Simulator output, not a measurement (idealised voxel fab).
Name of the process module below: voxel self aligned vias
The cross-section shown here is cut; it is 220 nm wide and divided into square cells measuring 5 nm on a side.
When this document writes out a cross-section, it uses a grid of square cells and lists it as bands, beginning at the top and moving down, with a band standing for one or more rows of cells.
Per band: top height and bottom height in nm, followed by the left-to-right materials and their widths in nm; "everywhere" marks a single material spanning edge to edge, "air" marks empty space.
Heights are measured from 0, the level below which the as-received wafer is all one material; the lowest band has no bottom and continues downward, written as in "0 nm and below".
Width spec "30..40" -> top row of cells at first value, bottom row at second value, equal per-row change in between.
No cell of the cross-section changed in a step that is given as "nothing was modified".
"Closed void entries" enumerates empty spaces isolated from the top, with no open way to it, that contain at least 8 cells, giving each as width x height at distance from the left edge, all three in nm.
Note: text after step settings on the step line = simulator remark on that step.
overlay nm, on a step with a mask: how far to the right of its planned place the mask lay; to the left if negative

So here's the lineup of process steps we planned
1 RECEIVE: material Si
2 CONFORMAL_DEP: material SiO2, thk nm 15
3 CONFORMAL_DEP: material SiCN, thk nm 5
4 DIRECTIONAL_DEP: material lowk, thk nm 30
5 MASKED_ETCH: tone open, mask id LINES, width nm 25, pitch nm 50, etch materials lowk, depth nm 30, overlay nm 0
6 CONFORMAL_DEP: material TiN, thk nm 5
7 FILL_DEP: material W, thk nm 5
8 CMP: height nm 50
9 SELECTIVE_ETCH: etch materials W Ru TiN, depth nm 5
10 FILL_DEP: material SiN, thk nm 10
11 CMP: height nm 50
12 DIRECTIONAL_DEP: material lowk, thk nm 20
13 PATTERN: tone open, mask id VIAS, material resist, width nm 35, pitch nm 50, thk nm 15, overlay nm 0
14 DIRECTIONAL_ETCH: etch materials lowk, depth nm 20
15 DIRECTIONAL_ETCH: etch materials SiN, depth nm 5
16 STRIP: etch materials resist
17 CONFORMAL_DEP: material TiN, thk nm 5
18 FILL_DEP: material Cu, thk nm 5
19 CMP: height nm 70
20 CONFORMAL_DEP: material SiN, thk nm 5

So this is the incoming wafer in cross-section - it's already been through step 1
  0 nm and below | Si everywhere
  Closed void entries: none

Same starting wafer, same plan as above, one mistake in the execution; this is the cross-section at the end of the module
  75 nm to 70 nm | SiN everywhere
  70 nm to 50 nm | 40 of lowk | 5 of TiN | 25 of Cu | 5 of TiN | 15 of lowk | 5 of TiN | 25 of Cu | 5 of TiN | 15 of lowk | 5 of TiN | 25 of Cu | 5 of TiN | 45 of lowk
  50 nm to 45 nm | 40 of SiN | 35 of TiN | 15 of SiN | 35 of TiN | 15 of SiN | 35 of TiN | 45 of SiN
  45 nm to 40 nm | SiN everywhere
  40 nm to 35 nm | 45 of lowk | 25 of SiN | 25 of lowk | 25 of SiN | 25 of lowk | 25 of SiN | 50 of lowk
  35 nm to 25 nm | 45 of lowk | 5 of TiN | 15 of W | 5 of TiN | 25 of lowk | 5 of TiN | 15 of W | 5 of TiN | 25 of lowk | 5 of TiN | 15 of W | 5 of TiN | 50 of lowk
  25 nm to 20 nm | 45 of lowk | 25 of TiN | 25 of lowk | 25 of TiN | 25 of lowk | 25 of TiN | 50 of lowk
  20 nm to 15 nm | SiCN everywhere
  15 nm to 0 nm | SiO2 everywhere
  0 nm and below | Si everywhere
  Closed void entries: none
Here's what went sideways: step 8 did not use the planned setting and instead ran as CMP: height nm 40
